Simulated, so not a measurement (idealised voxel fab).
Module name: voxel double patterning (process module)
Each square cell in cross-section cut measures 5 nm, and the section as a whole is 295 nm wide.
Cross-section, as written here: a square-cell grid given band by band from the top down, where a band holds one or more rows of cells. What a band's entry tells you: where the top is and where the bottom is, as heights in nm, and after that what lies inside, material by material from left to right, each with its width in nm. Empty space is written as the word "blank", and a single material marked with the word "full width" occupies the band from edge to edge. For the purposes of this specification, 0 denotes the height below which the wafer in its as-received condition is composed wholly of one material, and the lowermost band, lacking a lower limit, extends downward without end, as expressed in "0..down". Quick explanation for "30..40": the width changes in equal steps down the rows of cells, from the first number in the band's top row to the second number in its bottom row. "left unchanged", as given for a step, is the statement that not any cell of the cross-section underwent a change during that step. "Enclosed void entries": sealed empty spaces, 8 cells or more, no open way to top, listed width x height at distance, with distance from the left edge and width, height and distance in nm. What comes after the settings on a step's line is commentary from the simulator itself on that step. A step line may carry the setting "overlay nm", which, for steps involving a mask, states the distance by which the mask lay to the right of its intended position; negative values denote displacement to the left.
[Process steps foreseen in the plan]
1: RECEIVE (material Si)
2: CONFORMAL_DEP (material SiO2; thk nm 10)
3: DIRECTIONAL_DEP (material polySi; thk nm 15)
4: DIRECTIONAL_DEP (material SiCN; thk nm 10)
5: MASKED_ETCH (tone open; mask id FIRST; width nm 15; pitch nm 50; etch materials SiCN; depth nm 10; overlay nm 0)
6: DIRECTIONAL_DEP (material aC; thk nm 15)
7: PATTERN (tone open; mask id SECOND; material resist; width nm 15; pitch nm 50; thk nm 35; overlay nm 0)
8: DIRECTIONAL_ETCH (etch materials aC; depth nm 15)
9: STRIP (etch materials resist)
10: DIRECTIONAL_ETCH (etch materials SiCN; depth nm 10)
11: STRIP (etch materials aC)
12: DIRECTIONAL_ETCH (etch materials polySi; depth nm 15)
13: STRIP (etch materials SiCN)
[Cross-section: wafer on arrival = after step 1]
- 0..down  Si full width
- Enclosed void entries: none
[End-of-module cross-section of the first of two wafers, processed as planned]
- 25..10  polySi: 90; blank: 15; polySi: 10; blank: 15; polySi: 10; blank: 15; polySi: 10; blank: 15; polySi: 10; blank: 15; polySi: 90
- 10..0  SiO2 full width
- 0..down  Si full width
- Enclosed void entries: none
[Here's the second of our two wafers sectioned at module end. Same start as the first, same plan, but one mistake got made running it]
- 25..10  polySi: 90; blank: 115; polySi: 90
- 10..0  SiO2 full width
- 0..down  Si full width
- Enclosed void entries: none
Plan not followed: step 9 was processed under conditions differing from the plan, specifically as STRIP (etch materials SiCN)
Wafer comparison, final, in cells, second relative to first, materials more or fewer: -24 polySi
